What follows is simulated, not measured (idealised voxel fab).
process module | voxel capacitor over wiring
cross-section cut | 275 nm wide | cells 5 nm
A cross-section is a grid of square cells, given in bands from the top down. A band is one or more rows of cells.
Each band's line starts with the height of the band's top and of its bottom, in nm. Then come its materials from left to right, each with its width in nm. One material with "throughout" fills the band from edge to edge. "air" is empty space.
Height 0 is the level under which the wafer as received is all one material. The lowest band goes on downwards, as in "0 down".
A width such as "30 to 40" changes by the same amount from each row of cells to the next, from the band's top row to its bottom row.
"no change" after a step means that no cell of the cross-section changed.
closed voids: empty space of 8 cells or more with no open way to the top, each as width x height at its distance from the left edge, in nm
after a step's settings: what the simulator itself notes on the step
overlay nm, on a step with a mask: how far to the right of its planned place the mask lay; to the left if negative
plan
1 op RECEIVE | material Si
2 op CONFORMAL_DEP | material SiO2 | thk nm 10
3 op DIRECTIONAL_DEP | material TiN | thk nm 5
4 op DIRECTIONAL_DEP | material Ru | thk nm 15
5 op DIRECTIONAL_DEP | material aC | thk nm 10
6 op PATTERN | tone cover | mask id METAL_1 | material resist | width nm 25 | pitch nm 85 | thk nm 30 | overlay nm 0
7 op DIRECTIONAL_ETCH | etch materials aC | depth nm 10
8 op STRIP | etch materials resist
9 op DIRECTIONAL_ETCH | etch materials Ru | depth nm 15
10 op DIRECTIONAL_ETCH | etch materials TiN | depth nm 5
11 op STRIP | etch materials aC
12 op CONFORMAL_DEP | material SiN | thk nm 5
13 op FILL_DEP | material lowk | thk nm 5
14 op CMP | height nm 30
15 op CONFORMAL_DEP | material SiCN | thk nm 5
16 op DIRECTIONAL_DEP | material lowk | thk nm 20
17 op PATTERN | tone open | mask id PLUG_1 | material resist | width nm 15 | thk nm 15 | overlay nm 0
18 op DIRECTIONAL_ETCH | etch materials lowk | depth nm 20
19 op DIRECTIONAL_ETCH | etch materials SiCN | depth nm 5
20 op STRIP | etch materials resist
21 op EPI | material Ru | thk nm 10
22 op EPI | material Ru | thk nm 10
23 op EPI | material Ru | thk nm 5
24 op DIRECTIONAL_DEP | material TiN | thk nm 5
25 op DIRECTIONAL_DEP | material Al2O3 | thk nm 5
26 op DIRECTIONAL_DEP | material TiN | thk nm 5
27 op PATTERN | tone cover | mask id UPPER_PLATE | material resist | width nm 65 | thk nm 20 | overlay nm 0
28 op DIRECTIONAL_ETCH | etch materials TiN | depth nm 5
29 op DIRECTIONAL_ETCH | etch materials Al2O3 | depth nm 5
30 op STRIP | etch materials resist
31 op PATTERN | tone cover | mask id LOWER_PLATE | material resist | width nm 75 | thk nm 20 | overlay nm 0
32 op DIRECTIONAL_ETCH | etch materials TiN | depth nm 5
33 op STRIP | etch materials resist
34 op FILL_DEP | material SiO2 | thk nm 20
35 op CMP | height nm 85
36 op PATTERN | tone open | mask id PLUG_2 | material resist | width nm 15 | thk nm 20 | overlay nm 0
37 op DIRECTIONAL_ETCH | etch materials SiO2 | depth nm 15
38 op STRIP | etch materials resist
39 op CONFORMAL_DEP | material TiN | thk nm 5
40 op FILL_DEP | material W | thk nm 5
41 op CMP | height nm 85
42 op CONFORMAL_DEP | material SiCN | thk nm 5
first wafer, as planned
as received, after step 1
  0 down: Si throughout
  closed voids: none
after step 2
  10 to 0: SiO2 throughout
  below 0: unchanged
after step 3
  15 to 10: TiN throughout
  below 10: unchanged
after step 4
  30 to 15: Ru throughout
  below 15: unchanged
after step 5
  40 to 30: aC throughout
  below 30: unchanged
after step 6
  70 to 40: air 80 | resist 25 | air 60 | resist 25 | air 85
  below 40: unchanged
after step 7
  60 to 40: air 80 | resist 25 | air 60 | resist 25 | air 85
  40 to 30: air 80 | aC 25 | air 60 | aC 25 | air 85
  below 30: unchanged
after step 8
  40 to 30: air 80 | aC 25 | air 60 | aC 25 | air 85
  below 30: unchanged
after step 9
  40 to 30: air 80 | aC 25 | air 60 | aC 25 | air 85
  30 to 15: air 80 | Ru 25 | air 60 | Ru 25 | air 85
  below 15: unchanged
after step 10
  40 to 30: air 80 | aC 25 | air 60 | aC 25 | air 85
  30 to 15: air 80 | Ru 25 | air 60 | Ru 25 | air 85
  15 to 10: air 80 | TiN 25 | air 60 | TiN 25 | air 85
  below 10: unchanged
after step 11
  30 to 15: air 80 | Ru 25 | air 60 | Ru 25 | air 85
  below 15: unchanged
after step 12
  35 to 30: air 75 | SiN 35 | air 50 | SiN 35 | air 80
  30 to 15: air 75 | SiN 5 | Ru 25 | SiN 5 | air 50 | SiN 5 | Ru 25 | SiN 5 | air 80
  15 to 10: SiN 80 | TiN 25 | SiN 60 | TiN 25 | SiN 85
  below 10: unchanged
after step 13
  40 to 35: lowk throughout
  35 to 30: lowk 75 | SiN 35 | lowk 50 | SiN 35 | lowk 80
  30 to 15: lowk 75 | SiN 5 | Ru 25 | SiN 5 | lowk 50 | SiN 5 | Ru 25 | SiN 5 | lowk 80
  below 15: unchanged
after step 14
  30 to 15: lowk 75 | SiN 5 | Ru 25 | SiN 5 | lowk 50 | SiN 5 | Ru 25 | SiN 5 | lowk 80
  below 15: unchanged
after step 15
  35 to 30: SiCN throughout
  below 30: unchanged
after step 16
  55 to 35: lowk throughout
  below 35: unchanged
after step 17
  70 to 55: resist 90 | air 15 | resist 170
  below 55: unchanged
after step 18
  70 to 55: resist 90 | air 15 | resist 170
  55 to 35: lowk 90 | air 15 | lowk 170
  below 35: unchanged
after step 19
  70 to 55: resist 90 | air 15 | resist 170
  55 to 35: lowk 90 | air 15 | lowk 170
  35 to 30: SiCN 90 | air 15 | SiCN 170
  below 30: unchanged
after step 20
  55 to 35: lowk 90 | air 15 | lowk 170
  below 35: unchanged
after step 21
  55 to 40: lowk 90 | air 15 | lowk 170
  40 to 35: lowk 90 | Ru 15 | lowk 170
  35 to 30: SiCN 90 | Ru 15 | SiCN 170
  below 30: unchanged
after step 22
  55 to 50: lowk 90 | air 15 | lowk 170
  50 to 35: lowk 90 | Ru 15 | lowk 170
  below 35: unchanged
after step 23
  55 to 35: lowk 90 | Ru 15 | lowk 170
  below 35: unchanged
after step 24
  60 to 55: TiN throughout
  below 55: unchanged
after step 25
  65 to 60: Al2O3 throughout
  below 60: unchanged
after step 26
  70 to 65: TiN throughout
  below 65: unchanged
after step 27
  90 to 70: air 90 | resist 65 | air 120
  below 70: unchanged
after step 28
  90 to 70: air 90 | resist 65 | air 120
  70 to 65: air 90 | TiN 65 | air 120
  below 65: unchanged
after step 29
  90 to 70: air 90 | resist 65 | air 120
  70 to 65: air 90 | TiN 65 | air 120
  65 to 60: air 90 | Al2O3 65 | air 120
  below 60: unchanged
after step 30
  70 to 65: air 90 | TiN 65 | air 120
  below 65: unchanged
after step 31
  90 to 70: air 85 | resist 75 | air 115
  70 to 65: air 85 | resist 5 | TiN 65 | resist 5 | air 115
  65 to 60: air 85 | resist 5 | Al2O3 65 | resist 5 | air 115
  below 60: unchanged
after step 32
  90 to 70: air 85 | resist 75 | air 115
  70 to 65: air 85 | resist 5 | TiN 65 | resist 5 | air 115
  65 to 60: air 85 | resist 5 | Al2O3 65 | resist 5 | air 115
  60 to 55: air 85 | TiN 75 | air 115
  below 55: unchanged
after step 33
  70 to 65: air 90 | TiN 65 | air 120
  65 to 60: air 90 | Al2O3 65 | air 120
  below 60: unchanged
after step 34
  90 to 70: SiO2 throughout
  70 to 65: SiO2 90 | TiN 65 | SiO2 120
  65 to 60: SiO2 90 | Al2O3 65 | SiO2 120
  60 to 55: SiO2 85 | TiN 75 | SiO2 115
  below 55: unchanged
after step 35
  85 to 70: SiO2 throughout
  below 70: unchanged
after step 36
  105 to 85: resist 100 | air 15 | resist 160
  below 85: unchanged
after step 37
  105 to 85: resist 100 | air 15 | resist 160
  85 to 70: SiO2 100 | air 15 | SiO2 160
  below 70: unchanged
after step 38
  85 to 70: SiO2 100 | air 15 | SiO2 160
  below 70: unchanged
after step 39
  90 to 85: TiN 105 | air 5 | TiN 165
  85 to 75: SiO2 100 | TiN 5 | air 5 | TiN 5 | SiO2 160
  75 to 65: SiO2 100 to 90 | TiN 15 to 65 | SiO2 160 to 120
  below 65: unchanged
after step 40
  95 to 90: W throughout
  90 to 85: TiN 105 | W 5 | TiN 165
  85 to 75: SiO2 100 | TiN 5 | W 5 | TiN 5 | SiO2 160
  below 75: unchanged
after step 41
  85 to 75: SiO2 100 | TiN 5 | W 5 | TiN 5 | SiO2 160
  below 75: unchanged
after step 42
  90 to 85: SiCN throughout
  below 85: unchanged
second wafer: like start, like plan, one mistake. Through step 16 it matches the first wafer
when step 17 should have ended
  70 to 55: resist 95 | air 15 | resist 165
  below 55: unchanged
when step 18 should have ended
  70 to 55: resist 95 | air 15 | resist 165
  55 to 35: lowk 95 | air 15 | lowk 165
  below 35: unchanged
when step 19 should have ended
  70 to 55: resist 95 | air 15 | resist 165
  55 to 35: lowk 95 | air 15 | lowk 165
  35 to 30: SiCN 95 | air 15 | SiCN 165
  below 30: unchanged
when step 20 should have ended
  55 to 35: lowk 95 | air 15 | lowk 165
  below 35: unchanged
when step 21 should have ended
  55 to 40: lowk 95 | air 15 | lowk 165
  40 to 35: lowk 95 | Ru 15 | lowk 165
  35 to 30: SiCN 95 | Ru 15 | SiCN 165
  below 30: unchanged
when step 22 should have ended
  55 to 50: lowk 95 | air 15 | lowk 165
  50 to 35: lowk 95 | Ru 15 | lowk 165
  below 35: unchanged
when step 23 should have ended
  55 to 35: lowk 95 | Ru 15 | lowk 165
  below 35: unchanged
when step 24 should have ended
  60 to 55: TiN throughout
  below 55: unchanged
when step 25 should have ended
  65 to 60: Al2O3 throughout
  below 60: unchanged
when step 26 should have ended
  70 to 65: TiN throughout
  below 65: unchanged
when step 27 should have ended
  90 to 70: air 90 | resist 65 | air 120
  below 70: unchanged
when step 28 should have ended
  90 to 70: air 90 | resist 65 | air 120
  70 to 65: air 90 | TiN 65 | air 120
  below 65: unchanged
when step 29 should have ended
  90 to 70: air 90 | resist 65 | air 120
  70 to 65: air 90 | TiN 65 | air 120
  65 to 60: air 90 | Al2O3 65 | air 120
  below 60: unchanged
when step 30 should have ended
  70 to 65: air 90 | TiN 65 | air 120
  below 65: unchanged
when step 31 should have ended
  90 to 70: air 85 | resist 75 | air 115
  70 to 65: air 85 | resist 5 | TiN 65 | resist 5 | air 115
  65 to 60: air 85 | resist 5 | Al2O3 65 | resist 5 | air 115
  below 60: unchanged
when step 32 should have ended
  90 to 70: air 85 | resist 75 | air 115
  70 to 65: air 85 | resist 5 | TiN 65 | resist 5 | air 115
  65 to 60: air 85 | resist 5 | Al2O3 65 | resist 5 | air 115
  60 to 55: air 85 | TiN 75 | air 115
  below 55: unchanged
when step 33 should have ended
  70 to 65: air 90 | TiN 65 | air 120
  65 to 60: air 90 | Al2O3 65 | air 120
  below 60: unchanged
when step 34 should have ended
  90 to 70: SiO2 throughout
  70 to 65: SiO2 90 | TiN 65 | SiO2 120
  65 to 60: SiO2 90 | Al2O3 65 | SiO2 120
  60 to 55: SiO2 85 | TiN 75 | SiO2 115
  below 55: unchanged
when step 35 should have ended
  85 to 70: SiO2 throughout
  below 70: unchanged
when step 36 should have ended
  105 to 85: resist 100 | air 15 | resist 160
  below 85: unchanged
when step 37 should have ended
  105 to 85: resist 100 | air 15 | resist 160
  85 to 70: SiO2 100 | air 15 | SiO2 160
  below 70: unchanged
when step 38 should have ended
  85 to 70: SiO2 100 | air 15 | SiO2 160
  below 70: unchanged
when step 39 should have ended
  90 to 85: TiN 105 | air 5 | TiN 165
  85 to 75: SiO2 100 | TiN 5 | air 5 | TiN 5 | SiO2 160
  75 to 65: SiO2 100 to 90 | TiN 15 to 65 | SiO2 160 to 120
  below 65: unchanged
when step 40 should have ended
  95 to 90: W throughout
  90 to 85: TiN 105 | W 5 | TiN 165
  85 to 75: SiO2 100 | TiN 5 | W 5 | TiN 5 | SiO2 160
  below 75: unchanged
when step 41 should have ended
  85 to 75: SiO2 100 | TiN 5 | W 5 | TiN 5 | SiO2 160
  below 75: unchanged
when step 42 should have ended
  90 to 85: SiCN throughout
  below 85: unchanged
what went wrong: step 17 ran as: op PATTERN | tone open | mask id PLUG_1 | material resist | width nm 15 | thk nm 15 | overlay nm 5
at the end the second wafer has, in cells: as many of each material as the first, in other places
